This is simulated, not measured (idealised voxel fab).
Module name: voxel released beams (process module)
It is cross-section cut that appears here, measuring 290 nm in width, its square cells being 5 nm in size.
Each cross-section below is a grid of square cells, stated as bands in top-down order, with one or more rows of cells making up each band.
This entry defines a band. It first specifies the height of the band's top and the height of its bottom in nm, and then specifies the band's materials from left to right, stating each material with its width in nm. The word "edge to edge" identifies a single material that fills the band from edge to edge, while the word "air" identifies empty space.
For the purposes of this specification, 0 denotes the height below which the wafer in its as-received condition is composed wholly of one material, and the lowermost band, lacking a lower limit, extends downward without end, as expressed in "0 -> down".
Top row gets the first number, bottom row gets the second, and each row in between changes by the same step: that is how a band width like "30 to 40" works.
"no modifications" -> step changed no cross-section cell.
Fully enclosed voids: empty space of 8 cells or more with no open way to the top, each as width x height at its distance from the left edge, in nm
Past the settings on a step's line: simulator remark, on that step.
overlay nm: mask offset rightward from planned place, masked step; negative means leftward offset.
Heads up before you read on: it's before/after pairs around one process step each, after side only down to the lowest band that changed, step plus settings under the pair. Pairs can be from different runs of this module, same starting wafer, so only chain a pair onto the one above if its "State before step" entry says so.
State before step:
0 -> down | Si edge to edge
Fully enclosed voids: none
Resulting Cross-Section:
5 -> 0 | Al2O3 edge to edge
Below a height of 0, the structure has not been altered.
Fully enclosed voids: none
Step between the pre-process and post-process cross-sections given above: CONFORMAL_DEP (material Al2O3; thk nm 5)
State before step: as in the pair right above, post-step view.
Resulting Cross-Section:
20 -> 5 | SiO2 edge to edge
Below a height of 5, the structure has not been altered.
Fully enclosed voids: none
Step between the pre-process and post-process cross-sections given above: DIRECTIONAL_DEP (material SiO2; thk nm 15)
State before step: as in the pair right above, post-step view.
Resulting Cross-Section:
35 -> 20 | resist: 100, air: 25, resist: 165
Below a height of 20, the structure has not been altered.
Fully enclosed voids: none
Step between the pre-process and post-process cross-sections given above: PATTERN (tone open; mask id ANCHOR; material resist; width nm 25; thk nm 15; overlay nm 0)
State before step: as in the pair right above, post-step view.
Resulting Cross-Section:
35 -> 20 | resist: 100, air: 25, resist: 165
20 -> 5 | SiO2: 100, air: 25, SiO2: 165
Below a height of 5, the structure has not been altered.
Fully enclosed voids: none
Step between the pre-process and post-process cross-sections given above: DIRECTIONAL_ETCH (etch materials SiO2; depth nm 15)
State before step: as in the pair right above, post-step view.
Resulting Cross-Section:
20 -> 5 | SiO2: 100, air: 25, SiO2: 165
Below a height of 5, the structure has not been altered.
Fully enclosed voids: none
Step between the pre-process and post-process cross-sections given above: STRIP (etch materials resist)
State before step: as in the pair right above, post-step view.
Resulting Cross-Section:
30 -> 20 | polySi: 110, air: 5, polySi: 175
20 -> 15 | SiO2: 100, polySi: 10, air: 5, polySi: 10, SiO2: 165
15 -> 5 | SiO2: 100, polySi: 25, SiO2: 165
Below a height of 5, the structure has not been altered.
Fully enclosed voids: none
Step between the pre-process and post-process cross-sections given above: CONFORMAL_DEP (material polySi; thk nm 10)
State before step: as in the pair right above, post-step view.
Resulting Cross-Section:
30 -> 20 | air: 95, polySi: 15, air: 5, polySi: 75, air: 100
Below a height of 20, the structure has not been altered.
Fully enclosed voids: none
Step between the pre-process and post-process cross-sections given above: MASKED_ETCH (tone cover; mask id BEAM; width nm 95; etch materials polySi; depth nm 10; overlay nm 0)
State before step: as in the pair right above, post-step view.
Resulting Cross-Section:
30 -> 20 | air: 95, polySi: 15, air: 5, polySi: 75, air: 100
20 -> 15 | air: 100, polySi: 10, air: 5, polySi: 10, air: 165
15 -> 5 | air: 100, polySi: 25, air: 165
Below a height of 5, the structure has not been altered.
Fully enclosed voids: none
Step between the pre-process and post-process cross-sections given above: STRIP (etch materials SiO2)
State before step:
0 -> down | Si edge to edge
Fully enclosed voids: none
Resulting Cross-Section:
15 -> 0 | SiO2 edge to edge
Below a height of 0, the structure has not been altered.
Fully enclosed voids: none
Step between the pre-process and post-process cross-sections given above: DIRECTIONAL_DEP (material SiO2; thk nm 15)
State before step: as in the pair right above, post-step view.
Resulting Cross-Section:
30 -> 15 | resist: 100, air: 25, resist: 165
Below a height of 15, the structure has not been altered.
Fully enclosed voids: none
Step between the pre-process and post-process cross-sections given above: PATTERN (tone open; mask id ANCHOR; material resist; width nm 25; thk nm 15; overlay nm 0)
State before step: as in the pair right above, post-step view.
Resulting Cross-Section:
30 -> 15 | resist: 100, air: 25, resist: 165
15 -> 0 | SiO2: 100, air: 25, SiO2: 165
Below a height of 0, the structure has not been altered.
Fully enclosed voids: none
Step between the pre-process and post-process cross-sections given above: DIRECTIONAL_ETCH (etch materials SiO2; depth nm 15)
State before step: as in the pair right above, post-step view.
Resulting Cross-Section:
15 -> 0 | SiO2: 100, air: 25, SiO2: 165
Below a height of 0, the structure has not been altered.
Fully enclosed voids: none
Step between the pre-process and post-process cross-sections given above: STRIP (etch materials resist)
State before step: as in the pair right above, post-step view.
Resulting Cross-Section:
25 -> 15 | polySi: 110, air: 5, polySi: 175
15 -> 10 | SiO2: 100, polySi: 10, air: 5, polySi: 10, SiO2: 165
10 -> 0 | SiO2: 100, polySi: 25, SiO2: 165
Below a height of 0, the structure has not been altered.
Fully enclosed voids: none
Step between the pre-process and post-process cross-sections given above: CONFORMAL_DEP (material polySi; thk nm 10)
State before step: as in the pair right above, post-step view.
Resulting Cross-Section:
25 -> 15 | air: 95, polySi: 15, air: 5, polySi: 75, air: 100
Below a height of 15, the structure has not been altered.
Fully enclosed voids: none
Step between the pre-process and post-process cross-sections given above: MASKED_ETCH (tone cover; mask id BEAM; width nm 95; etch materials polySi; depth nm 10; overlay nm 0)
State before step: as in the pair right above, post-step view.
Resulting Cross-Section:
25 -> 15 | air: 95, polySi: 15, air: 5, polySi: 75, air: 100
15 -> 10 | air: 100, polySi: 10, air: 5, polySi: 10, air: 165
10 -> 0 | air: 100, polySi: 25, air: 165
Below a height of 0, the structure has not been altered.
Fully enclosed voids: none
Step between the pre-process and post-process cross-sections given above: STRIP (etch materials SiO2)
State before step:
15 -> 0 | SiO2 edge to edge
0 -> down | Si edge to edge
Fully enclosed voids: none
Resulting Cross-Section:
20 -> 15 | Al2O3 edge to edge
Below a height of 15, the structure has not been altered.
Fully enclosed voids: none
Step between the pre-process and post-process cross-sections given above: CONFORMAL_DEP (material Al2O3; thk nm 5)
State before step: as in the pair right above, post-step view.
Resulting Cross-Section:
35 -> 20 | resist: 100, air: 25, resist: 165
Below a height of 20, the structure has not been altered.
Fully enclosed voids: none
Step between the pre-process and post-process cross-sections given above: PATTERN (tone open; mask id ANCHOR; material resist; width nm 25; thk nm 15; overlay nm 0)
State before step: as in the pair right above, post-step view.
Resulting Cross-Section:
20 -> 15 | Al2O3 edge to edge
Below a height of 15, the structure has not been altered.
Fully enclosed voids: none
Step between the pre-process and post-process cross-sections given above: STRIP (etch materials resist)
State before step: as in the pair right above, post-step view.
Resulting Cross-Section:
30 -> 20 | polySi edge to edge
Below a height of 20, the structure has not been altered.
Fully enclosed voids: none
Step between the pre-process and post-process cross-sections given above: CONFORMAL_DEP (material polySi; thk nm 10)
State before step: as in the pair right above, post-step view.
Resulting Cross-Section:
30 -> 20 | air: 95, polySi: 95, air: 100
Below a height of 20, the structure has not been altered.
Fully enclosed voids: none
Step between the pre-process and post-process cross-sections given above: MASKED_ETCH (tone cover; mask id BEAM; width nm 95; etch materials polySi; depth nm 10; overlay nm 0)
State before step:
30 -> 20 | polySi: 110, air: 5, polySi: 175
20 -> 15 | SiO2: 100, polySi: 10, air: 5, polySi: 10, SiO2: 165
15 -> 5 | SiO2: 100, polySi: 25, SiO2: 165
5 -> 0 | Al2O3 edge to edge
0 -> down | Si edge to edge
Fully enclosed voids: none
Resulting Cross-Section:
30 -> 25 | air: 95, polySi: 15, air: 5, polySi: 75, air: 100
Below a height of 25, the structure has not been altered.
Fully enclosed voids: none
Step between the pre-process and post-process cross-sections given above: MASKED_ETCH (tone cover; mask id BEAM; width nm 95; etch materials polySi; depth nm 5; overlay nm 0)
State before step:
30 -> 20 | polySi: 110, air: 5, polySi: 175
20 -> 15 | SiO2: 100, polySi: 10, air: 5, polySi: 10, SiO2: 165
15 -> 5 | SiO2: 100, polySi: 25, SiO2: 165
5 -> 0 | Al2O3 edge to edge
0 -> down | Si edge to edge
Fully enclosed voids: none
Resulting Cross-Section:
30 -> 20 | air: 100, polySi: 10, air: 5, polySi: 70, air: 105
Below a height of 20, the structure has not been altered.
Fully enclosed voids: none
Step between the pre-process and post-process cross-sections given above: MASKED_ETCH (tone cover; mask id BEAM; width nm 85; etch materials polySi; depth nm 10; overlay nm 0)
State before step: as in the pair right above, post-step view.
Resulting Cross-Section:
30 -> 20 | air: 100, polySi: 10, air: 5, polySi: 70, air: 105
20 -> 15 | air: 100, polySi: 10, air: 5, polySi: 10, air: 165
15 -> 5 | air: 100, polySi: 25, air: 165
Below a height of 5, the structure has not been altered.
Fully enclosed voids: none
Step between the pre-process and post-process cross-sections given above: STRIP (etch materials SiO2)
State before step:
20 -> 5 | SiO2 edge to edge
5 -> 0 | Al2O3 edge to edge
0 -> down | Si edge to edge
Fully enclosed voids: none
Resulting Cross-Section:
35 -> 20 | resist: 110, air: 25, resist: 155
Below a height of 20, the structure has not been altered.
Fully enclosed voids: none
Step between the pre-process and post-process cross-sections given above: PATTERN (tone open; mask id ANCHOR; material resist; width nm 25; thk nm 15; overlay nm 10)
State before step: as in the pair right above, post-step view.
Resulting Cross-Section:
35 -> 20 | resist: 110, air: 25, resist: 155
20 -> 5 | SiO2: 110, air: 25, SiO2: 155
Below a height of 5, the structure has not been altered.
Fully enclosed voids: none
Step between the pre-process and post-process cross-sections given above: DIRECTIONAL_ETCH (etch materials SiO2; depth nm 15)
State before step: as in the pair right above, post-step view.
Resulting Cross-Section:
20 -> 5 | SiO2: 110, air: 25, SiO2: 155
Below a height of 5, the structure has not been altered.
Fully enclosed voids: none
Step between the pre-process and post-process cross-sections given above: STRIP (etch materials resist)
State before step: as in the pair right above, post-step view.
Resulting Cross-Section:
30 -> 20 | polySi: 120, air: 5, polySi: 165
20 -> 15 | SiO2: 110, polySi: 10, air: 5, polySi: 10, SiO2: 155
15 -> 5 | SiO2: 110, polySi: 25, SiO2: 155
Below a height of 5, the structure has not been altered.
Fully enclosed voids: none
Step between the pre-process and post-process cross-sections given above: CONFORMAL_DEP (material polySi; thk nm 10)
State before step: as in the pair right above, post-step view.
Resulting Cross-Section:
30 -> 20 | air: 95, polySi: 25, air: 5, polySi: 65, air: 100
Below a height of 20, the structure has not been altered.
Fully enclosed voids: none
Step between the pre-process and post-process cross-sections given above: MASKED_ETCH (tone cover; mask id BEAM; width nm 95; etch materials polySi; depth nm 10; overlay nm 0)
State before step: as in the pair right above, post-step view.
Resulting Cross-Section:
30 -> 20 | air: 95, polySi: 25, air: 5, polySi: 65, air: 100
20 -> 15 | air: 110, polySi: 10, air: 5, polySi: 10, air: 155
15 -> 5 | air: 110, polySi: 25, air: 155
Below a height of 5, the structure has not been altered.
Fully enclosed voids: none
Step between the pre-process and post-process cross-sections given above: STRIP (etch materials SiO2)
State before step:
30 -> 20 | air: 95, polySi: 15, air: 5, polySi: 75, air: 100
20 -> 15 | SiO2: 100, polySi: 10, air: 5, polySi: 10, SiO2: 165
15 -> 5 | SiO2: 100, polySi: 25, SiO2: 165
5 -> 0 | Al2O3 edge to edge
0 -> down | Si edge to edge
Fully enclosed voids: none
Resulting Cross-Section:
20 -> 5 | SiO2: 100, air: 25, SiO2: 165
Below a height of 5, the structure has not been altered.
Fully enclosed voids: none
Step between the pre-process and post-process cross-sections given above: STRIP (etch materials polySi)
State before step:
20 -> 5 | SiO2 edge to edge
5 -> 0 | Al2O3 edge to edge
0 -> down | Si edge to edge
Fully enclosed voids: none
Resulting Cross-Section:
35 -> 20 | air: 100, resist: 25, air: 165
Below a height of 20, the structure has not been altered.
Fully enclosed voids: none
Step between the pre-process and post-process cross-sections given above: PATTERN (tone cover; mask id ANCHOR; material resist; width nm 25; thk nm 15; overlay nm 0)
State before step: as in the pair right above, post-step view.
Resulting Cross-Section:
35 -> 20 | air: 100, resist: 25, air: 165
20 -> 5 | air: 100, SiO2: 25, air: 165
Below a height of 5, the structure has not been altered.
Fully enclosed voids: none
Step between the pre-process and post-process cross-sections given above: DIRECTIONAL_ETCH (etch materials SiO2; depth nm 15)
State before step: as in the pair right above, post-step view.
Resulting Cross-Section:
20 -> 5 | air: 100, SiO2: 25, air: 165
Below a height of 5, the structure has not been altered.
Fully enclosed voids: none
Step between the pre-process and post-process cross-sections given above: STRIP (etch materials resist)
State before step: as in the pair right above, post-step view.
Resulting Cross-Section:
30 -> 20 | air: 90, polySi: 45, air: 155
20 -> 15 | air: 90, polySi: 10, SiO2: 25, polySi: 10, air: 155
15 -> 5 | polySi: 100, SiO2: 25, polySi: 165
Below a height of 5, the structure has not been altered.
Fully enclosed voids: none
Step between the pre-process and post-process cross-sections given above: CONFORMAL_DEP (material polySi; thk nm 10)
State before step: as in the pair right above, post-step view.
Resulting Cross-Section:
30 -> 20 | air: 95, polySi: 40, air: 155
20 -> 15 | air: 90, polySi: 10, SiO2: 25, polySi: 10, air: 155
15 -> 5 | air: 90, polySi: 10, SiO2: 25, polySi: 65, air: 100
Below a height of 5, the structure has not been altered.
Fully enclosed voids: none
Step between the pre-process and post-process cross-sections given above: MASKED_ETCH (tone cover; mask id BEAM; width nm 95; etch materials polySi; depth nm 10; overlay nm 0)
